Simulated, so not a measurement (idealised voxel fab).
Proc. module: voxel capacitor over wiring
We display cut, a cross-section 155 nm in width whose square cells are each 5 nm.
Reading order for cross-sections: top band down to bottom band. Underlying form: a grid of square cells. Band size: one or more rows of cells. Band: top height; bottom height; in nm. Then, left to right: material with width in nm, for each material. "edge to edge": a single material spanning edge to edge. "blank": empty space. It should be noted that heights are counted from 0, beneath which the wafer as supplied is of one material throughout, and that the lowest band possesses no lower boundary but continues downward, as written in "0 down". Width spec "30 to 40" -> top row of cells at first value, bottom row at second value, equal per-row change in between. You'll sometimes find "nothing altered" written for a step, and that's the way of saying that nowhere in the cross-section did a cell change during that step. Reported under the label "Sealed void inventory" are the empty spaces having no open way to the top and comprising 8 cells or more; the notation for each is width x height at distance, in which the distance is measured from the left edge and all three values are in nm. Note: text after step settings on the step line = simulator remark on that step. A step's line can hold "overlay nm"; with a mask on that step, the setting says how far right of the planned place the mask lay, while a negative setting says it lay to the left.
-- Steps planned for the process
1) RECEIVE | material Si
2) CONFORMAL_DEP | material SiO2 | thk nm 10
3) CONFORMAL_DEP | material SiCN | thk nm 5
4) DIRECTIONAL_DEP | material SiO2 | thk nm 20
5) DIRECTIONAL_DEP | material aC | thk nm 15
6) PATTERN | tone open | mask id METAL_1 | material resist | width nm 30 | pitch nm 90 | thk nm 35 | overlay nm 0
7) DIRECTIONAL_ETCH | etch materials aC | depth nm 15
8) STRIP | etch materials resist
9) DIRECTIONAL_ETCH | etch materials SiO2 | depth nm 20
10) DIRECTIONAL_ETCH | etch materials SiCN | depth nm 5
11) STRIP | etch materials aC
12) CONFORMAL_DEP | material TiN | thk nm 5
13) FILL_DEP | material Ru | thk nm 10
14) CMP | height nm 35
15) CONFORMAL_DEP | material SiCN | thk nm 5
16) DIRECTIONAL_DEP | material SiO2 | thk nm 20
17) PATTERN | tone open | mask id PLUG_1 | material resist | width nm 15 | thk nm 20 | overlay nm 0
18) DIRECTIONAL_ETCH | etch materials SiO2 | depth nm 20
19) DIRECTIONAL_ETCH | etch materials SiCN | depth nm 5
20) STRIP | etch materials resist
21) EPI | material Ru | thk nm 10
22) EPI | material Ru | thk nm 10
23) EPI | material Ru | thk nm 5
24) DIRECTIONAL_DEP | material TiN | thk nm 10
25) DIRECTIONAL_DEP | material Al2O3 | thk nm 5
26) DIRECTIONAL_DEP | material TiN | thk nm 10
27) DIRECTIONAL_DEP | material aC | thk nm 15
28) PATTERN | tone cover | mask id UPPER_PLATE | material resist | width nm 65 | thk nm 30 | overlay nm 0
29) DIRECTIONAL_ETCH | etch materials aC | depth nm 15
30) STRIP | etch materials resist
31) DIRECTIONAL_ETCH | etch materials TiN | depth nm 10
32) DIRECTIONAL_ETCH | etch materials Al2O3 | depth nm 5
33) STRIP | etch materials aC
34) DIRECTIONAL_DEP | material aC | thk nm 10
35) PATTERN | tone cover | mask id LOWER_PLATE | material resist | width nm 75 | thk nm 30 | overlay nm 0
36) DIRECTIONAL_ETCH | etch materials aC | depth nm 10
37) STRIP | etch materials resist
38) DIRECTIONAL_ETCH | etch materials TiN | depth nm 10
39) STRIP | etch materials aC
40) FILL_DEP | material SiO2 | thk nm 15
41) CMP | height nm 95
42) DIRECTIONAL_DEP | material aC | thk nm 15
43) PATTERN | tone open | mask id PLUG_2 | material resist | width nm 15 | thk nm 35 | overlay nm 0
44) DIRECTIONAL_ETCH | etch materials aC | depth nm 15
45) STRIP | etch materials resist
46) DIRECTIONAL_ETCH | etch materials SiO2 | depth nm 10
47) STRIP | etch materials aC
48) CONFORMAL_DEP | material TiN | thk nm 5
49) FILL_DEP | material Ru | thk nm 10
50) CMP | height nm 95
51) CONFORMAL_DEP | material SiN | thk nm 5
-- So, the first of our two wafers, run just as we planned it
-- as received, after step 1
- 0 down: Si edge to edge
- Sealed void inventory: none
-- State of the wafer after step 2, shown in cross-section
- 10 to 0: SiO2 edge to edge
- All layers under 0 are left as they were.
-- State of the wafer after step 3, shown in cross-section
- 15 to 10: SiCN edge to edge
- All layers under 10 are left as they were.
-- State of the wafer after step 4, shown in cross-section
- 35 to 15: SiO2 edge to edge
- All layers under 15 are left as they were.
-- State of the wafer after step 5, shown in cross-section
- 50 to 35: aC edge to edge
- All layers under 35 are left as they were.
-- State of the wafer after step 6, shown in cross-section
- 85 to 50: resist=15  blank=30  resist=60  blank=30  resist=20
- All layers under 50 are left as they were.
-- State of the wafer after step 7, shown in cross-section
- 70 to 50: resist=15  blank=30  resist=60  blank=30  resist=20
- 50 to 35: aC=15  blank=30  aC=60  blank=30  aC=20
- All layers under 35 are left as they were.
-- State of the wafer after step 8, shown in cross-section
- 50 to 35: aC=15  blank=30  aC=60  blank=30  aC=20
- All layers under 35 are left as they were.
-- State of the wafer after step 9, shown in cross-section
- 50 to 35: aC=15  blank=30  aC=60  blank=30  aC=20
- 35 to 15: SiO2=15  blank=30  SiO2=60  blank=30  SiO2=20
- All layers under 15 are left as they were.
-- State of the wafer after step 10, shown in cross-section
- 50 to 35: aC=15  blank=30  aC=60  blank=30  aC=20
- 35 to 15: SiO2=15  blank=30  SiO2=60  blank=30  SiO2=20
- 15 to 10: SiCN=15  blank=30  SiCN=60  blank=30  SiCN=20
- All layers under 10 are left as they were.
-- State of the wafer after step 11, shown in cross-section
- 35 to 15: SiO2=15  blank=30  SiO2=60  blank=30  SiO2=20
- All layers under 15 are left as they were.
-- State of the wafer after step 12, shown in cross-section
- 40 to 35: TiN=20  blank=20  TiN=70  blank=20  TiN=25
- 35 to 15: SiO2=15  TiN=5  blank=20  TiN=5  SiO2=60  TiN=5  blank=20  TiN=5  SiO2=20
- 15 to 10: SiCN=15  TiN=30  SiCN=60  TiN=30  SiCN=20
- All layers under 10 are left as they were.
-- State of the wafer after step 13, shown in cross-section
- 50 to 40: Ru edge to edge
- 40 to 35: TiN=20  Ru=20  TiN=70  Ru=20  TiN=25
- 35 to 15: SiO2=15  TiN=5  Ru=20  TiN=5  SiO2=60  TiN=5  Ru=20  TiN=5  SiO2=20
- All layers under 15 are left as they were.
-- State of the wafer after step 14, shown in cross-section
- 35 to 15: SiO2=15  TiN=5  Ru=20  TiN=5  SiO2=60  TiN=5  Ru=20  TiN=5  SiO2=20
- All layers under 15 are left as they were.
-- State of the wafer after step 15, shown in cross-section
- 40 to 35: SiCN edge to edge
- All layers under 35 are left as they were.
-- State of the wafer after step 16, shown in cross-section
- 60 to 40: SiO2 edge to edge
- All layers under 40 are left as they were.
-- State of the wafer after step 17, shown in cross-section
- 80 to 60: resist=30  blank=15  resist=110
- All layers under 60 are left as they were.
-- State of the wafer after step 18, shown in cross-section
- 80 to 60: resist=30  blank=15  resist=110
- 60 to 40: SiO2=30  blank=15  SiO2=110
- All layers under 40 are left as they were.
-- State of the wafer after step 19, shown in cross-section
- 80 to 60: resist=30  blank=15  resist=110
- 60 to 40: SiO2=30  blank=15  SiO2=110
- 40 to 35: SiCN=30  blank=15  SiCN=110
- All layers under 35 are left as they were.
-- State of the wafer after step 20, shown in cross-section
- 60 to 40: SiO2=30  blank=15  SiO2=110
- All layers under 40 are left as they were.
-- State of the wafer after step 21, shown in cross-section
- 60 to 45: SiO2=30  blank=15  SiO2=110
- 45 to 40: SiO2=30  Ru=15  SiO2=110
- 40 to 35: SiCN=30  Ru=15  SiCN=110
- All layers under 35 are left as they were.
-- State of the wafer after step 22, shown in cross-section
- 60 to 55: SiO2=30  blank=15  SiO2=110
- 55 to 40: SiO2=30  Ru=15  SiO2=110
- All layers under 40 are left as they were.
-- State of the wafer after step 23, shown in cross-section
- 60 to 40: SiO2=30  Ru=15  SiO2=110
- All layers under 40 are left as they were.
-- State of the wafer after step 24, shown in cross-section
- 70 to 60: TiN edge to edge
- All layers under 60 are left as they were.
-- State of the wafer after step 25, shown in cross-section
- 75 to 70: Al2O3 edge to edge
- All layers under 70 are left as they were.
-- State of the wafer after step 26, shown in cross-section
- 85 to 75: TiN edge to edge
- All layers under 75 are left as they were.
-- State of the wafer after step 27, shown in cross-section
- 100 to 85: aC edge to edge
- All layers under 85 are left as they were.
-- State of the wafer after step 28, shown in cross-section
- 130 to 100: blank=30  resist=65  blank=60
- All layers under 100 are left as they were.
-- State of the wafer after step 29, shown in cross-section
- 115 to 100: blank=30  resist=65  blank=60
- 100 to 85: blank=30  aC=65  blank=60
- All layers under 85 are left as they were.
-- State of the wafer after step 30, shown in cross-section
- 100 to 85: blank=30  aC=65  blank=60
- All layers under 85 are left as they were.
-- State of the wafer after step 31, shown in cross-section
- 100 to 85: blank=30  aC=65  blank=60
- 85 to 75: blank=30  TiN=65  blank=60
- All layers under 75 are left as they were.
-- State of the wafer after step 32, shown in cross-section
- 100 to 85: blank=30  aC=65  blank=60
- 85 to 75: blank=30  TiN=65  blank=60
- 75 to 70: blank=30  Al2O3=65  blank=60
- All layers under 70 are left as they were.
-- State of the wafer after step 33, shown in cross-section
- 85 to 75: blank=30  TiN=65  blank=60
- All layers under 75 are left as they were.
-- State of the wafer after step 34, shown in cross-section
- 95 to 85: blank=30  aC=65  blank=60
- 85 to 80: blank=30  TiN=65  blank=60
- 80 to 75: aC=30  TiN=65  aC=60
- 75 to 70: aC=30  Al2O3=65  aC=60
- All layers under 70 are left as they were.
-- State of the wafer after step 35, shown in cross-section
- 125 to 95: blank=25  resist=75  blank=55
- 95 to 85: blank=25  resist=5  aC=65  resist=5  blank=55
- 85 to 80: blank=25  resist=5  TiN=65  resist=5  blank=55
- All layers under 80 are left as they were.
-- State of the wafer after step 36, shown in cross-section
- 115 to 95: blank=25  resist=75  blank=55
- 95 to 85: blank=25  resist=5  aC=65  resist=5  blank=55
- 85 to 80: blank=25  resist=5  TiN=65  resist=5  blank=55
- 80 to 75: blank=25  aC=5  TiN=65  aC=5  blank=55
- 75 to 70: blank=25  aC=5  Al2O3=65  aC=5  blank=55
- All layers under 70 are left as they were.
-- State of the wafer after step 37, shown in cross-section
- 95 to 85: blank=30  aC=65  blank=60
- 85 to 80: blank=30  TiN=65  blank=60
- All layers under 80 are left as they were.
-- State of the wafer after step 38, shown in cross-section
- 95 to 85: blank=30  aC=65  blank=60
- 85 to 80: blank=30  TiN=65  blank=60
- 80 to 75: blank=25  aC=5  TiN=65  aC=5  blank=55
- 75 to 70: blank=25  aC=5  Al2O3=65  aC=5  blank=55
- 70 to 60: blank=25  TiN=75  blank=55
- All layers under 60 are left as they were.
-- State of the wafer after step 39, shown in cross-section
- 85 to 75: blank=30  TiN=65  blank=60
- 75 to 70: blank=30  Al2O3=65  blank=60
- All layers under 70 are left as they were.
-- State of the wafer after step 40, shown in cross-section
- 100 to 85: SiO2 edge to edge
- 85 to 75: SiO2=30  TiN=65  SiO2=60
- 75 to 70: SiO2=30  Al2O3=65  SiO2=60
- 70 to 60: SiO2=25  TiN=75  SiO2=55
- All layers under 60 are left as they were.
-- State of the wafer after step 41, shown in cross-section
- 95 to 85: SiO2 edge to edge
- All layers under 85 are left as they were.
-- State of the wafer after step 42, shown in cross-section
- 110 to 95: aC edge to edge
- All layers under 95 are left as they were.
-- State of the wafer after step 43, shown in cross-section
- 145 to 110: resist=40  blank=15  resist=100
- All layers under 110 are left as they were.
-- State of the wafer after step 44, shown in cross-section
- 130 to 110: resist=40  blank=15  resist=100
- 110 to 95: aC=40  blank=15  aC=100
- All layers under 95 are left as they were.
-- State of the wafer after step 45, shown in cross-section
- 110 to 95: aC=40  blank=15  aC=100
- All layers under 95 are left as they were.
-- State of the wafer after step 46, shown in cross-section
- 110 to 95: aC=40  blank=15  aC=100
- 95 to 85: SiO2=40  blank=15  SiO2=100
- All layers under 85 are left as they were.
-- State of the wafer after step 47, shown in cross-section
- 95 to 85: SiO2=40  blank=15  SiO2=100
- All layers under 85 are left as they were.
-- State of the wafer after step 48, shown in cross-section
- 100 to 95: TiN=45  blank=5  TiN=105
- 95 to 90: SiO2=40  TiN=5  blank=5  TiN=5  SiO2=100
- 90 to 85: SiO2=40  TiN=15  SiO2=100
- All layers under 85 are left as they were.
-- State of the wafer after step 49, shown in cross-section
- 110 to 100: Ru edge to edge
- 100 to 95: TiN=45  Ru=5  TiN=105
- 95 to 90: SiO2=40  TiN=5  Ru=5  TiN=5  SiO2=100
- All layers under 90 are left as they were.
-- State of the wafer after step 50, shown in cross-section
- 95 to 90: SiO2=40  TiN=5  Ru=5  TiN=5  SiO2=100
- All layers under 90 are left as they were.
-- State of the wafer after step 51, shown in cross-section
- 100 to 95: SiN edge to edge
- All layers under 95 are left as they were.
-- Companion wafer, the second of two: same beginning, same intended sequence, one mistake in carrying it out; through step 42 inclusive it tracks the first exactly
-- The second wafer cut through, at the time step 43 was supposed to be finished
- 145 to 110: resist=35  blank=15  resist=105
- All layers under 110 are left as they were.
-- The second wafer cut through, at the time step 44 was supposed to be finished
- 130 to 110: resist=35  blank=15  resist=105
- 110 to 95: aC=35  blank=15  aC=105
- All layers under 95 are left as they were.
-- The second wafer cut through, at the time step 45 was supposed to be finished
- 110 to 95: aC=35  blank=15  aC=105
- All layers under 95 are left as they were.
-- The second wafer cut through, at the time step 46 was supposed to be finished
- 110 to 95: aC=35  blank=15  aC=105
- 95 to 85: SiO2=35  blank=15  SiO2=105
- All layers under 85 are left as they were.
-- The second wafer cut through, at the time step 47 was supposed to be finished
- 95 to 85: SiO2=35  blank=15  SiO2=105
- All layers under 85 are left as they were.
-- The second wafer cut through, at the time step 48 was supposed to be finished
- 100 to 95: TiN=40  blank=5  TiN=110
- 95 to 90: SiO2=35  TiN=5  blank=5  TiN=5  SiO2=105
- 90 to 85: SiO2=35  TiN=15  SiO2=105
- All layers under 85 are left as they were.
-- The second wafer cut through, at the time step 49 was supposed to be finished
- 110 to 100: Ru edge to edge
- 100 to 95: TiN=40  Ru=5  TiN=110
- 95 to 90: SiO2=35  TiN=5  Ru=5  TiN=5  SiO2=105
- All layers under 90 are left as they were.
-- The second wafer cut through, at the time step 50 was supposed to be finished
- 95 to 90: SiO2=35  TiN=5  Ru=5  TiN=5  SiO2=105
- All layers under 90 are left as they were.
-- The second wafer cut through, at the time step 51 was supposed to be finished
- 100 to 95: SiN edge to edge
- All layers under 95 are left as they were.
It is concluded that the wafer was processed incorrectly with respect to the plan, in that step 43 did not happen as planned, as run it was PATTERN | tone open | mask id PLUG_2 | material resist | width nm 15 | thk nm 35 | overlay nm -5
The concluding comparison shows that, measured in cells, each material is equally abundant on both wafers, albeit at different positions.
